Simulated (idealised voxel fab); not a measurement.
process module | voxel self aligned contacts
cross-section cut | 185 nm wide | cells 5 nm
A cross-section is a grid of square cells, given in bands from the top down. A band is one or more rows of cells.
Each band's line starts with the height of the band's top and of its bottom, in nm. Then come its materials from left to right, each with its width in nm. One material with "throughout" fills the band from edge to edge. "air" is empty space.
Height 0 is the level under which the wafer as received is all one material. The lowest band goes on downwards, as in "0 down".
A width such as "30 to 40" changes by the same amount from each row of cells to the next, from the band's top row to its bottom row.
"no change" after a step means that no cell of the cross-section changed.
closed voids: empty space of 8 cells or more with no open way to the top, each as width x height at its distance from the left edge, in nm
after a step's settings: what the simulator itself notes on the step
overlay nm, on a step with a mask: how far to the right of its planned place the mask lay; to the left if negative
plan
1 op RECEIVE | material Si
2 op CONFORMAL_DEP | material SiO2 | thk nm 5
3 op DIRECTIONAL_DEP | material polySi | thk nm 20
4 op DIRECTIONAL_DEP | material SiN | thk nm 15
5 op PATTERN | tone cover | mask id GATE | material resist | width nm 30 | pitch nm 60 | thk nm 15 | overlay nm 0
6 op DIRECTIONAL_ETCH | etch materials SiN | depth nm 15
7 op DIRECTIONAL_ETCH | etch materials polySi | depth nm 20
8 op STRIP | etch materials resist
9 op CONFORMAL_DEP | material SiN | thk nm 5
10 op DIRECTIONAL_ETCH | etch materials SiN | depth nm 5
11 op FILL_DEP | material SiO2 | thk nm 15
12 op CMP | height nm 45
13 op MASKED_ETCH | tone open | mask id CONTACT | width nm 40 | pitch nm 60 | etch materials SiO2 | depth nm 45 | overlay nm 0
14 op CONFORMAL_DEP | material TiN | thk nm 5
15 op FILL_DEP | material W | thk nm 5
16 op CMP | height nm 45
17 op CONFORMAL_DEP | material SiCN | thk nm 5
as received, after step 1
  0 down: Si throughout
  closed voids: none
a wafer at the end: this start, this plan, one mistake
  50 to 45: SiCN throughout
  45 to 40: SiO2 45 | TiN 10 | W 10 | TiN 10 | SiO2 30 | TiN 10 | W 10 | TiN 10 | SiO2 50
  40 to 25: SiO2 10 | SiN 40 | TiN 5 | W 10 | TiN 5 | SiN 40 | TiN 5 | W 10 | TiN 5 | SiN 40 | SiO2 15
  25 to 5: SiO2 10 | SiN 5 | polySi 30 | SiN 5 | TiN 5 | W 10 | TiN 5 | SiN 5 | polySi 30 | SiN 5 | TiN 5 | W 10 | TiN 5 | SiN 5 | polySi 30 | SiN 5 | SiO2 15
  5 to 0: SiO2 50 | TiN 20 | SiO2 40 | TiN 20 | SiO2 55
  0 down: Si throughout
  closed voids: none
what went wrong: step 13 ran as: op MASKED_ETCH | tone open | mask id CONTACT | width nm 30 | pitch nm 60 | etch materials SiO2 | depth nm 45 | overlay nm 0
